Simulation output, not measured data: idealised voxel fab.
Documented hereafter: the process module known as voxel self aligned vias.
Section cut is 295 nm wide and gridded with 5 nm square cells.
This document writes a cross-section as a grid whose cells are square, and gives it as bands, listed from the top down; one or more rows of cells form a band.
Look at the band entry: it leads with the top's height and the bottom's height in nm. Then it lists the materials left to right, with a width in nm for each. The word "full width" on a single material says that material fills the band edge to edge. The word "blank" is empty space.
The reference from which all heights are counted is 0, the level beneath which the as-received wafer is entirely one material; the lowest band, having no lower bound, proceeds downward and is written after the example "0 down".
So if you see something like "30..40" for the width, read it as the top row of the band sitting at the first number and the bottom row at the second, with every row in between moving by the same amount as the last.
No cell of the cross-section changed in a step that is given as "nothing altered".
So "Entrapped voids" is basically the list of trapped voids: any empty space of 8 cells or more that can't reach the top through an opening. They're written width x height at distance, the distance being from the left edge, and it's all nm.
It should be noted that, on the line of a given step, the content following the step's settings is a remark produced by the simulator itself with respect to that step.
overlay nm, on a step with a mask: how far to the right of its planned place the mask lay; to the left if negative
The process steps that were planned are listed below
| 1 | RECEIVE, material Si |
| 2 | CONFORMAL_DEP, material SiO2, thk nm 10 |
| 3 | CONFORMAL_DEP, material SiCN, thk nm 5 |
| 4 | DIRECTIONAL_DEP, material SiO2, thk nm 20 |
| 5 | MASKED_ETCH, tone open, mask id LINES, width nm 25, pitch nm 55, etch materials SiO2, depth nm 20, overlay nm 0 |
| 6 | CONFORMAL_DEP, material TiN, thk nm 5 |
| 7 | FILL_DEP, material Ru, thk nm 5 |
| 8 | CMP, height nm 35 |
| 9 | SELECTIVE_ETCH, etch materials W Ru TiN, depth nm 5 |
| 10 | FILL_DEP, material SiN, thk nm 10 |
| 11 | CMP, height nm 35 |
| 12 | DIRECTIONAL_DEP, material SiO2, thk nm 15 |
| 13 | DIRECTIONAL_DEP, material aC, thk nm 15 |
| 14 | PATTERN, tone open, mask id VIAS, material resist, width nm 35, pitch nm 55, thk nm 35, overlay nm 0 |
| 15 | DIRECTIONAL_ETCH, etch materials aC, depth nm 15 |
| 16 | STRIP, etch materials resist |
| 17 | DIRECTIONAL_ETCH, etch materials SiO2, depth nm 15 |
| 18 | DIRECTIONAL_ETCH, etch materials SiN, depth nm 5 |
| 19 | STRIP, etch materials aC |
| 20 | CONFORMAL_DEP, material TiN, thk nm 5 |
| 21 | FILL_DEP, material Ru, thk nm 10 |
| 22 | CMP, height nm 50 |
| 23 | CONFORMAL_DEP, material SiN, thk nm 5 |
Delivered wafer in cross-section: state after step 1
  0 down = Si full width
  Entrapped voids: none
End-of-module cross-section. Starting structure and process plan as above; one mistake made in running it
  55 to 50 = SiN full width
  50 to 40 = 100 of SiO2; 5 of TiN; 25 of Ru; 5 of TiN; 20 of SiO2; 5 of TiN; 25 of Ru; 5 of TiN; 105 of SiO2
  40 to 35 = 100 of SiO2; 10 of TiN; 15 of Ru; 10 of TiN; 20 of SiO2; 10 of TiN; 15 of Ru; 10 of TiN; 105 of SiO2
  35 to 30 = 105 of SiO2; 25 of TiN; 30 of SiO2; 25 of TiN; 110 of SiO2
  30 to 20 = 105 of SiO2; 5 of TiN; 15 of Ru; 5 of TiN; 30 of SiO2; 5 of TiN; 15 of Ru; 5 of TiN; 110 of SiO2
  20 to 15 = 105 of SiO2; 25 of TiN; 30 of SiO2; 25 of TiN; 110 of SiO2
  15 to 5 = SiO2 full width
  5 to 0 = SiCN full width
  0 down = Si full width
  Entrapped voids: none
The mistake made against the process plan was this: order of steps 2 and 3 inverted relative to the plan
